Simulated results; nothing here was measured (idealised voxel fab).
Proc. module: voxel self aligned vias
In the cross-section labelled cut, the width is 255 nm and each square cell is 5 nm.
How to read a cross-section here: the picture is a grid of square cells, written as bands going from the top down, and any band can span one or more rows of cells. It is stipulated that each band's entry specify, in nanometres, the height of the top of the band and then that of its bottom, followed by the materials of the band in left-to-right sequence, each together with its width in nanometres. A single material marked by the word "full width" is understood to fill the band from edge to edge; the word "empty" is understood to denote empty space. Note: height 0 marks the level under which the wafer is uniformly one material as received. Lowest band unbounded below, written "0..down". You'd read "30->40" like this: the band's top row of cells is as wide as the first number, its bottom row is as wide as the second, and going down, every row changes width by the same amount as the row before did. "nothing changed" -> step changed no cross-section cell. "Non-vented voids" - sealed voids, min. 8 cells, no opening to top; format: width x height at distance (distance from left edge; nm throughout). Whatever follows a step's settings on its line is a remark the simulator itself makes about that step. "overlay nm" denotes, for a step that has a mask, the displacement of the mask to the right of its planned place, with negative values corresponding to the left.

-- The steps planned for the process are as follows
1: RECEIVE: material Si
2: CONFORMAL_DEP: material SiO2, thk nm 10
3: CONFORMAL_DEP: material SiCN, thk nm 5
4: DIRECTIONAL_DEP: material lowk, thk nm 25
5: DIRECTIONAL_DEP: material aC, thk nm 10
6: PATTERN: tone open, mask id LINES, material resist, width nm 25, pitch nm 65, thk nm 25, overlay nm 0
7: DIRECTIONAL_ETCH: etch materials aC, depth nm 10
8: STRIP: etch materials resist
9: DIRECTIONAL_ETCH: etch materials lowk, depth nm 25
10: STRIP: etch materials aC
11: CONFORMAL_DEP: material TiN, thk nm 5
12: FILL_DEP: material W, thk nm 10
13: CMP: height nm 40
14: SELECTIVE_ETCH: etch materials W Ru TiN, depth nm 5
15: FILL_DEP: material SiN, thk nm 5
16: CMP: height nm 40
17: DIRECTIONAL_DEP: material lowk, thk nm 15
18: MASKED_ETCH: tone open, mask id VIAS, width nm 45, pitch nm 130, etch materials lowk, depth nm 15, overlay nm 0
19: MASKED_ETCH: tone open, mask id VIAS, width nm 45, pitch nm 130, etch materials SiN, depth nm 5, overlay nm 0
20: CONFORMAL_DEP: material TiN, thk nm 5
21: FILL_DEP: material Ru, thk nm 5
22: CMP: height nm 55
23: CONFORMAL_DEP: material SiN, thk nm 5

-- Below: the first of two wafers, run as planned

-- as received, after step 1
	0..down = Si full width
	Non-vented voids: none

-- Once step 2 is through, the wafer looks like this in cross-section
	10..0 = SiO2 full width
	Under 0: no change, same as before.

-- Once step 3 is through, the wafer looks like this in cross-section
	15..10 = SiCN full width
	Under 10: no change, same as before.

-- Once step 4 is through, the wafer looks like this in cross-section
	40..15 = lowk full width
	Under 15: no change, same as before.

-- Once step 5 is through, the wafer looks like this in cross-section
	50..40 = aC full width
	Under 40: no change, same as before.

-- Once step 6 is through, the wafer looks like this in cross-section
	75..50 = resist: 50; empty: 25; resist: 40; empty: 25; resist: 40; empty: 25; resist: 50
	Under 50: no change, same as before.

-- Once step 7 is through, the wafer looks like this in cross-section
	65..50 = resist: 50; empty: 25; resist: 40; empty: 25; resist: 40; empty: 25; resist: 50
	50..40 = aC: 50; empty: 25; aC: 40; empty: 25; aC: 40; empty: 25; aC: 50
	Under 40: no change, same as before.

-- Once step 8 is through, the wafer looks like this in cross-section
	50..40 = aC: 50; empty: 25; aC: 40; empty: 25; aC: 40; empty: 25; aC: 50
	Under 40: no change, same as before.

-- Once step 9 is through, the wafer looks like this in cross-section
	50..40 = aC: 50; empty: 25; aC: 40; empty: 25; aC: 40; empty: 25; aC: 50
	40..15 = lowk: 50; empty: 25; lowk: 40; empty: 25; lowk: 40; empty: 25; lowk: 50
	Under 15: no change, same as before.

-- Once step 10 is through, the wafer looks like this in cross-section
	40..15 = lowk: 50; empty: 25; lowk: 40; empty: 25; lowk: 40; empty: 25; lowk: 50
	Under 15: no change, same as before.

-- Once step 11 is through, the wafer looks like this in cross-section
	45..40 = TiN: 55; empty: 15; TiN: 50; empty: 15; TiN: 50; empty: 15; TiN: 55
	40..20 = lowk: 50; TiN: 5; empty: 15; TiN: 5; lowk: 40; TiN: 5; empty: 15; TiN: 5; lowk: 40; TiN: 5; empty: 15; TiN: 5; lowk: 50
	20..15 = lowk: 50; TiN: 25; lowk: 40; TiN: 25; lowk: 40; TiN: 25; lowk: 50
	Under 15: no change, same as before.

-- Once step 12 is through, the wafer looks like this in cross-section
	55..45 = W full width
	45..40 = TiN: 55; W: 15; TiN: 50; W: 15; TiN: 50; W: 15; TiN: 55
	40..20 = lowk: 50; TiN: 5; W: 15; TiN: 5; lowk: 40; TiN: 5; W: 15; TiN: 5; lowk: 40; TiN: 5; W: 15; TiN: 5; lowk: 50
	Under 20: no change, same as before.

-- Once step 13 is through, the wafer looks like this in cross-section
	40..20 = lowk: 50; TiN: 5; W: 15; TiN: 5; lowk: 40; TiN: 5; W: 15; TiN: 5; lowk: 40; TiN: 5; W: 15; TiN: 5; lowk: 50
	Under 20: no change, same as before.

-- Once step 14 is through, the wafer looks like this in cross-section
	40..35 = lowk: 50; empty: 25; lowk: 40; empty: 25; lowk: 40; empty: 25; lowk: 50
	Under 35: no change, same as before.

-- Once step 15 is through, the wafer looks like this in cross-section
	45..40 = SiN full width
	40..35 = lowk: 50; SiN: 25; lowk: 40; SiN: 25; lowk: 40; SiN: 25; lowk: 50
	Under 35: no change, same as before.

-- Once step 16 is through, the wafer looks like this in cross-section
	40..35 = lowk: 50; SiN: 25; lowk: 40; SiN: 25; lowk: 40; SiN: 25; lowk: 50
	Under 35: no change, same as before.

-- Once step 17 is through, the wafer looks like this in cross-section
	55..40 = lowk full width
	Under 40: no change, same as before.

-- Once step 18 is through, the wafer looks like this in cross-section
	55..40 = lowk: 40; empty: 45; lowk: 85; empty: 45; lowk: 40
	Under 40: no change, same as before.

-- Once step 19 is through, the wafer looks like this in cross-section
	55..40 = lowk: 40; empty: 45; lowk: 85; empty: 45; lowk: 40
	40..35 = lowk: 50; empty: 25; lowk: 40; SiN: 25; lowk: 40; empty: 25; lowk: 50
	Under 35: no change, same as before.

-- Once step 20 is through, the wafer looks like this in cross-section
	60..55 = TiN: 45; empty: 35; TiN: 95; empty: 35; TiN: 45
	55..45 = lowk: 40; TiN: 5; empty: 35; TiN: 5; lowk: 85; TiN: 5; empty: 35; TiN: 5; lowk: 40
	45..40 = lowk: 40; TiN: 15; empty: 15; TiN: 15; lowk: 85; TiN: 15; empty: 15; TiN: 15; lowk: 40
	40..35 = lowk: 50; TiN: 25; lowk: 40; SiN: 25; lowk: 40; TiN: 25; lowk: 50
	Under 35: no change, same as before.

-- Once step 21 is through, the wafer looks like this in cross-section
	65..60 = Ru full width
	60..55 = TiN: 45; Ru: 35; TiN: 95; Ru: 35; TiN: 45
	55..45 = lowk: 40; TiN: 5; Ru: 35; TiN: 5; lowk: 85; TiN: 5; Ru: 35; TiN: 5; lowk: 40
	45..40 = lowk: 40; TiN: 15; Ru: 15; TiN: 15; lowk: 85; TiN: 15; Ru: 15; TiN: 15; lowk: 40
	Under 40: no change, same as before.

-- Once step 22 is through, the wafer looks like this in cross-section
	55..45 = lowk: 40; TiN: 5; Ru: 35; TiN: 5; lowk: 85; TiN: 5; Ru: 35; TiN: 5; lowk: 40
	Under 45: no change, same as before.

-- Once step 23 is through, the wafer looks like this in cross-section
	60..55 = SiN full width
	Under 55: no change, same as before.

-- Notes, second wafer: start = first wafer's, plan = first wafer's, execution had one mistake; history identical to first through step 17

-- Cross-section, second wafer, at the end time the plan gives for step 18
	55..40 = lowk: 45; empty: 40; lowk: 90; empty: 40; lowk: 40
	Under 40: no change, same as before.

-- Cross-section, second wafer, at the end time the plan gives for step 19
	55..40 = lowk: 45; empty: 40; lowk: 90; empty: 40; lowk: 40
	40..35 = lowk: 50; empty: 25; lowk: 40; SiN: 25; lowk: 40; empty: 25; lowk: 50
	Under 35: no change, same as before.

-- Cross-section, second wafer, at the end time the plan gives for step 20
	60..55 = TiN: 50; empty: 30; TiN: 100; empty: 30; TiN: 45
	55..45 = lowk: 45; TiN: 5; empty: 30; TiN: 5; lowk: 90; TiN: 5; empty: 30; TiN: 5; lowk: 40
	45..40 = lowk: 45; TiN: 10; empty: 15; TiN: 15; lowk: 90; TiN: 10; empty: 15; TiN: 15; lowk: 40
	40..35 = lowk: 50; TiN: 25; lowk: 40; SiN: 25; lowk: 40; TiN: 25; lowk: 50
	Under 35: no change, same as before.

-- Cross-section, second wafer, at the end time the plan gives for step 21
	65..60 = Ru full width
	60..55 = TiN: 50; Ru: 30; TiN: 100; Ru: 30; TiN: 45
	55..45 = lowk: 45; TiN: 5; Ru: 30; TiN: 5; lowk: 90; TiN: 5; Ru: 30; TiN: 5; lowk: 40
	45..40 = lowk: 45; TiN: 10; Ru: 15; TiN: 15; lowk: 90; TiN: 10; Ru: 15; TiN: 15; lowk: 40
	Under 40: no change, same as before.

-- Cross-section, second wafer, at the end time the plan gives for step 22
	55..45 = lowk: 45; TiN: 5; Ru: 30; TiN: 5; lowk: 90; TiN: 5; Ru: 30; TiN: 5; lowk: 40
	Under 45: no change, same as before.

-- Cross-section, second wafer, at the end time the plan gives for step 23
	60..55 = SiN full width
	Under 55: no change, same as before.
Processing error: step 18: run off-plan, actual operation and settings MASKED_ETCH: tone open, mask id VIAS, width nm 40, pitch nm 130, etch materials lowk, depth nm 15, overlay nm 0
Wafer comparison, final, in cells, second relative to first, materials more or fewer: Ru -4 | TiN -2 | lowk +6
